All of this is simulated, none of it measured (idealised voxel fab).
You're looking at the process module voxel transistor to metal.
Square cells of 5 nm make up the cross-section cut, whose width is 260 nm.
We lay out every cross-section as a grid of square cells and spell it out in bands from the top down, where one band means one or more rows of cells. Heights first: top, then bottom, in nm. Then materials, left to right, each with a width in nm. "throughout" on a single material: fills the band edge to edge. "air": empty space. Height is counted from the level 0, under which the received wafer is composed throughout of one material. The lowest of the bands is not closed at the bottom but continues downward, in the notation "0..down". The width entry "30..40" should be interpreted row by row: the top row of cells in the band takes the first number, the bottom row takes the second number, and the change between adjacent rows is uniform throughout. Given "nothing was modified" for a step, no cell of the cross-section differs between before and after that step. Basically, "Enclosed cavities" tells you about the enclosed voids: empty spaces with no open way to the top, 8 cells or bigger, each written width x height at distance, where distance is from the left edge, all in nm. Text after the settings on a step's line: the simulator's own remark on that step. Among the settings permitted on a step's line is "overlay nm"; applied to a step with a mask, it specifies the extent to which the mask lay to the right of its planned position, whereas a negative figure signifies a position to the left.
THE FOLLOWING LIST GIVES THE PLANNED PROCESS STEPS
| 1 | RECEIVE (material Si) |
| 2 | CONFORMAL_DEP (material SiO2; thk nm 5) |
| 3 | CONFORMAL_DEP (material SiN; thk nm 15) |
| 4 | PATTERN (tone cover; mask id ACTIVE; material resist; width nm 90; pitch nm 120; thk nm 20; overlay nm 0) |
| 5 | DIRECTIONAL_ETCH (etch materials SiN; depth nm 15) |
| 6 | DIRECTIONAL_ETCH (etch materials SiO2; depth nm 5) |
| 7 | DIRECTIONAL_ETCH (etch materials Si; depth nm 30) |
| 8 | STRIP (etch materials resist) |
| 9 | FILL_DEP (material SiO2; thk nm 5) |
| 10 | CMP (height nm 20) |
| 11 | SELECTIVE_ETCH (etch materials SiO2; depth nm 15) |
| 12 | STRIP (etch materials SiN) |
| 13 | SELECTIVE_ETCH (etch materials SiO2; depth nm 5) |
| 14 | OXIDIZE (depth nm 5) |
| 15 | DIRECTIONAL_DEP (material polySi; thk nm 25) |
| 16 | DIRECTIONAL_DEP (material SiCN; thk nm 10) |
| 17 | MASKED_ETCH (tone cover; mask id GATE; width nm 20; pitch nm 120; etch materials SiCN; depth nm 20; overlay nm 0) |
| 18 | MASKED_ETCH (tone cover; mask id GATE; width nm 20; pitch nm 120; etch materials polySi; depth nm 35; overlay nm 0) |
| 19 | CONFORMAL_DEP (material SiN; thk nm 5) |
| 20 | DIRECTIONAL_ETCH (etch materials SiN; depth nm 5) |
| 21 | DIRECTIONAL_ETCH (etch materials SiO2; depth nm 5) |
| 22 | EPI (material SiGe; thk nm 5) |
| 23 | FILL_DEP (material SiO2; thk nm 5) |
| 24 | CMP (height nm 35) |
| 25 | DIRECTIONAL_DEP (material SiO2; thk nm 10) |
| 26 | DIRECTIONAL_DEP (material aC; thk nm 15) |
| 27 | PATTERN (tone open; mask id CONTACT; material resist; width nm 25; thk nm 30; overlay nm 0) |
| 28 | DIRECTIONAL_ETCH (etch materials aC; depth nm 15) |
| 29 | STRIP (etch materials resist) |
| 30 | DIRECTIONAL_ETCH (etch materials SiO2; depth nm 45) |
| 31 | STRIP (etch materials aC) |
| 32 | CONFORMAL_DEP (material TiN; thk nm 5) |
| 33 | FILL_DEP (material W; thk nm 10) |
| 34 | CMP (height nm 45) |
| 35 | CONFORMAL_DEP (material SiN; thk nm 5) |
| 36 | DIRECTIONAL_DEP (material SiO2; thk nm 25) |
| 37 | DIRECTIONAL_DEP (material aC; thk nm 15) |
| 38 | PATTERN (tone open; mask id METAL_1; material resist; width nm 15; thk nm 35; overlay nm 0) |
| 39 | DIRECTIONAL_ETCH (etch materials aC; depth nm 15) |
| 40 | STRIP (etch materials resist) |
| 41 | DIRECTIONAL_ETCH (etch materials SiO2; depth nm 25) |
| 42 | DIRECTIONAL_ETCH (etch materials SiN; depth nm 5) |
| 43 | STRIP (etch materials aC) |
| 44 | CONFORMAL_DEP (material TiN; thk nm 5) |
| 45 | FILL_DEP (material Cu; thk nm 5) |
| 46 | CMP (height nm 75) |
| 47 | EPI (material Ru; thk nm 5) |
| 48 | FILL_DEP (material SiCN; thk nm 5) |
| 49 | DIRECTIONAL_DEP (material lowk; thk nm 25) |
| 50 | PATTERN (tone open; mask id METAL_2; material resist; width nm 15; pitch nm 120; thk nm 15; overlay nm 0) |
| 51 | DIRECTIONAL_ETCH (etch materials lowk; depth nm 15) |
| 52 | STRIP (etch materials resist) |
| 53 | DIRECTIONAL_DEP (material aC; thk nm 10) |
| 54 | PATTERN (tone open; mask id METAL_2_HOLES; material resist; width nm 15; pitch nm 120; thk nm 30; overlay nm 0) |
| 55 | DIRECTIONAL_ETCH (etch materials aC; depth nm 10) |
| 56 | STRIP (etch materials resist) |
| 57 | DIRECTIONAL_ETCH (etch materials lowk; depth nm 10) |
| 58 | DIRECTIONAL_ETCH (etch materials SiCN; depth nm 5) |
| 59 | STRIP (etch materials aC) |
| 60 | CONFORMAL_DEP (material TiN; thk nm 5) |
| 61 | FILL_DEP (material Cu; thk nm 5) |
| 62 | CMP (height nm 110) |
| 63 | CONFORMAL_DEP (material SiN; thk nm 5) |
CROSS-SECTION OF THE INCOMING WAFER, STATE AFTER STEP 1
0..down: Si throughout
Enclosed cavities: none
THE CROSS-SECTION SHOWN CORRESPONDS TO THE WAFER AT THE CONCLUSION OF THE MODULE. THE INITIAL STRUCTURE AND THE PROCESS PLAN ARE THOSE PRESENTED ABOVE; HOWEVER, ONE MISTAKE OCCURRED IN EXECUTING THE PLAN
115..110: SiN throughout
110..85: 30 nm lowk, then 5 nm TiN, then 5 nm Cu, then 5 nm TiN, then 105 nm lowk, then 5 nm TiN, then 5 nm Cu, then 5 nm TiN, then 95 nm lowk
85..80: 30 nm SiCN, then 15 nm TiN, then 105 nm SiCN, then 15 nm TiN, then 95 nm SiCN
80..75: 25 nm SiCN, then 25 nm Ru, then 40 nm SiCN, then 25 nm Ru, then 30 nm SiCN, then 25 nm Ru, then 40 nm SiCN, then 25 nm Ru, then 25 nm SiCN
75..50: 30 nm SiO2, then 5 nm TiN, then 5 nm Cu, then 5 nm TiN, then 50 nm SiO2, then 5 nm TiN, then 5 nm Cu, then 5 nm TiN, then 40 nm SiO2, then 5 nm TiN, then 5 nm Cu, then 5 nm TiN, then 50 nm SiO2, then 5 nm TiN, then 5 nm Cu, then 5 nm TiN, then 30 nm SiO2
50..45: 30 nm SiN, then 15 nm TiN, then 50 nm SiN, then 15 nm TiN, then 40 nm SiN, then 15 nm TiN, then 50 nm SiN, then 15 nm TiN, then 30 nm SiN
45..35: 30 nm SiO2, then 5 nm TiN, then 15 nm W, then 5 nm TiN, then 30 nm SiO2, then 5 nm TiN, then 15 nm W, then 5 nm TiN, then 40 nm SiO2, then 5 nm TiN, then 15 nm W, then 5 nm TiN, then 30 nm SiO2, then 5 nm TiN, then 15 nm W, then 5 nm TiN, then 30 nm SiO2
35..25: 30 nm SiO2, then 5 nm TiN, then 15 nm W, then 5 nm TiN, then 5 nm SiN, then 20 nm SiCN, then 5 nm SiN, then 5 nm TiN, then 15 nm W, then 5 nm TiN, then 40 nm SiO2, then 5 nm TiN, then 15 nm W, then 5 nm TiN, then 5 nm SiN, then 20 nm SiCN, then 5 nm SiN, then 5 nm TiN, then 15 nm W, then 5 nm TiN, then 30 nm SiO2
25..5: 30 nm SiO2, then 5 nm TiN, then 15 nm W, then 5 nm TiN, then 5 nm SiN, then 20 nm polySi, then 5 nm SiN, then 5 nm TiN, then 15 nm W, then 5 nm TiN, then 40 nm SiO2, then 5 nm TiN, then 15 nm W, then 5 nm TiN, then 5 nm SiN, then 20 nm polySi, then 5 nm SiN, then 5 nm TiN, then 15 nm W, then 5 nm TiN, then 30 nm SiO2
5..0: 30 nm SiO2, then 25 nm TiN, then 5 nm SiN, then 20 nm polySi, then 5 nm SiN, then 25 nm TiN, then 40 nm SiO2, then 25 nm TiN, then 5 nm SiN, then 20 nm polySi, then 5 nm SiN, then 25 nm TiN, then 30 nm SiO2
0..-5: 15 nm SiO2, then 40 nm SiGe, then 30 nm SiO2, then 30 nm SiGe, then 20 nm SiO2, then 40 nm SiGe, then 30 nm SiO2, then 30 nm SiGe, then 25 nm SiO2
-5..-30: 20 nm SiO2, then 90 nm Si, then 30 nm SiO2, then 90 nm Si, then 30 nm SiO2
-30..down: Si throughout
Enclosed cavities: none
Deviation noted in wafer processing: step 4 off recipe, ran as PATTERN (tone cover; mask id ACTIVE; material resist; width nm 90; pitch nm 120; thk nm 20; overlay nm -5)
